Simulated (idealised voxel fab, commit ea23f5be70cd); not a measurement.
The following process module bears the name voxel spacer lines.
Square cell edge 5 nm, section width 150 nm, ID cut.
Throughout this document, each cross-section is represented as a grid of square cells and is presented as a sequence of bands enumerated from the top downward, where a band comprises one or more rows of cells. In this notation a band is specified by the heights of its top and bottom, in that order and in nm, after which its materials appear from left to right, each paired with its width in nm. The word "full width" attached to a single material means that material fills the band from edge to edge; the word "blank" stands for empty space. Height 0 is the level under which the wafer as received is all one material. The lowest band goes on downwards, as in "0 and below". Width "30 to 40": first value at the band's top row of cells, second value at its bottom row, equal change from row to row. Reading "remains unaltered" for a step: not a cell of the cross-section changed in it. "Enclosed void catalog": sealed empty spaces, 8 cells or more, no open way to top, listed width x height at distance, with distance from the left edge and width, height and distance in nm. It should be noted that, on the line of a given step, the content following the step's settings is a remark produced by the simulator itself with respect to that step. "overlay nm" answers the question of how far to the right of plan the mask lay on a step that has a mask, and when it is negative the answer is to the left.
### This section lists the process steps that were planned
1. RECEIVE: material Si
2. CONFORMAL_DEP: material Al2O3, thk nm 5
3. DIRECTIONAL_DEP: material W, thk nm 10
4. DIRECTIONAL_DEP: material polySi, thk nm 20
5. PATTERN: tone cover, mask id MANDREL, material resist, width nm 15, pitch nm 50, thk nm 25, overlay nm 0
6. DIRECTIONAL_ETCH: etch materials polySi, depth nm 20
7. STRIP: etch materials resist
8. CONFORMAL_DEP: material SiN, thk nm 10
9. DIRECTIONAL_ETCH: etch materials SiN, depth nm 10
10. STRIP: etch materials polySi
11. DIRECTIONAL_ETCH: etch materials W, depth nm 10
12. STRIP: etch materials SiN
13. FILL_DEP: material SiO2, thk nm 5
14. CMP: height nm 15
### The first of the two wafers, which ran as planned
### Received-state cross-section, reflecting completion of step 1
* 0 and below | Si full width
* Enclosed void catalog: none
### Presented here is a cross-section of the wafer after step 2 has been performed
* 5 down to 0 | Al2O3 full width
* No changes below 0.
### Presented here is a cross-section of the wafer after step 3 has been performed
* 15 down to 5 | W full width
* No changes below 5.
### Presented here is a cross-section of the wafer after step 4 has been performed
* 35 down to 15 | polySi full width
* No changes below 15.
### Presented here is a cross-section of the wafer after step 5 has been performed
* 60 down to 35 | blank (40) / resist (15) / blank (35) / resist (15) / blank (45)
* No changes below 35.
### Presented here is a cross-section of the wafer after step 6 has been performed
* 60 down to 35 | blank (40) / resist (15) / blank (35) / resist (15) / blank (45)
* 35 down to 15 | blank (40) / polySi (15) / blank (35) / polySi (15) / blank (45)
* No changes below 15.
### Presented here is a cross-section of the wafer after step 7 has been performed
* 35 down to 15 | blank (40) / polySi (15) / blank (35) / polySi (15) / blank (45)
* No changes below 15.
### Presented here is a cross-section of the wafer after step 8 has been performed
* 45 down to 35 | blank (30) / SiN (35) / blank (15) / SiN (35) / blank (35)
* 35 down to 25 | blank (30) / SiN (10) / polySi (15) / SiN (10) / blank (15) / SiN (10) / polySi (15) / SiN (10) / blank (35)
* 25 down to 15 | SiN (40) / polySi (15) / SiN (35) / polySi (15) / SiN (45)
* No changes below 15.
### Presented here is a cross-section of the wafer after step 9 has been performed
* 35 down to 15 | blank (30) / SiN (10) / polySi (15) / SiN (10) / blank (15) / SiN (10) / polySi (15) / SiN (10) / blank (35)
* No changes below 15.
### Presented here is a cross-section of the wafer after step 10 has been performed
* 35 down to 15 | blank (30) / SiN (10) / blank (15) / SiN (10) / blank (15) / SiN (10) / blank (15) / SiN (10) / blank (35)
* No changes below 15.
### Presented here is a cross-section of the wafer after step 11 has been performed
* 35 down to 15 | blank (30) / SiN (10) / blank (15) / SiN (10) / blank (15) / SiN (10) / blank (15) / SiN (10) / blank (35)
* 15 down to 5 | blank (30) / W (10) / blank (15) / W (10) / blank (15) / W (10) / blank (15) / W (10) / blank (35)
* No changes below 5.
### Presented here is a cross-section of the wafer after step 12 has been performed
* 15 down to 5 | blank (30) / W (10) / blank (15) / W (10) / blank (15) / W (10) / blank (15) / W (10) / blank (35)
* No changes below 5.
### Presented here is a cross-section of the wafer after step 13 has been performed
* 20 down to 15 | SiO2 full width
* 15 down to 5 | SiO2 (30) / W (10) / SiO2 (15) / W (10) / SiO2 (15) / W (10) / SiO2 (15) / W (10) / SiO2 (35)
* No changes below 5.
### Presented here is a cross-section of the wafer after step 14 has been performed
* 15 down to 5 | SiO2 (30) / W (10) / SiO2 (15) / W (10) / SiO2 (15) / W (10) / SiO2 (15) / W (10) / SiO2 (35)
* No changes below 5.
### Second of two: same start, same plan, one run error; steps up to and including 11 match the first
### Cross-section, second wafer, at the end time the plan gives for step 12
* 15 down to 5 | blank (30) / W (10) / blank (15) / W (10) / blank (15) / W (10) / blank (15) / W (10) / blank (35)
* No changes below 5.
### Cross-section, second wafer, at the end time the plan gives for step 13
* 20 down to 15 | SiO2 full width
* 15 down to 5 | SiO2 (30) / W (10) / SiO2 (15) / W (10) / SiO2 (15) / W (10) / SiO2 (15) / W (10) / SiO2 (35)
* No changes below 5.
### Cross-section, second wafer, at the end time the plan gives for step 14
* 15 down to 5 | SiO2 (30) / W (10) / SiO2 (15) / W (10) / SiO2 (15) / W (10) / SiO2 (15) / W (10) / SiO2 (35)
* No changes below 5.
What was done differently from what was planned? regarding the plan, step 12 was run twice
Final cross-sections of the two wafers are identical, so the mistake has no effect on what this model computes.
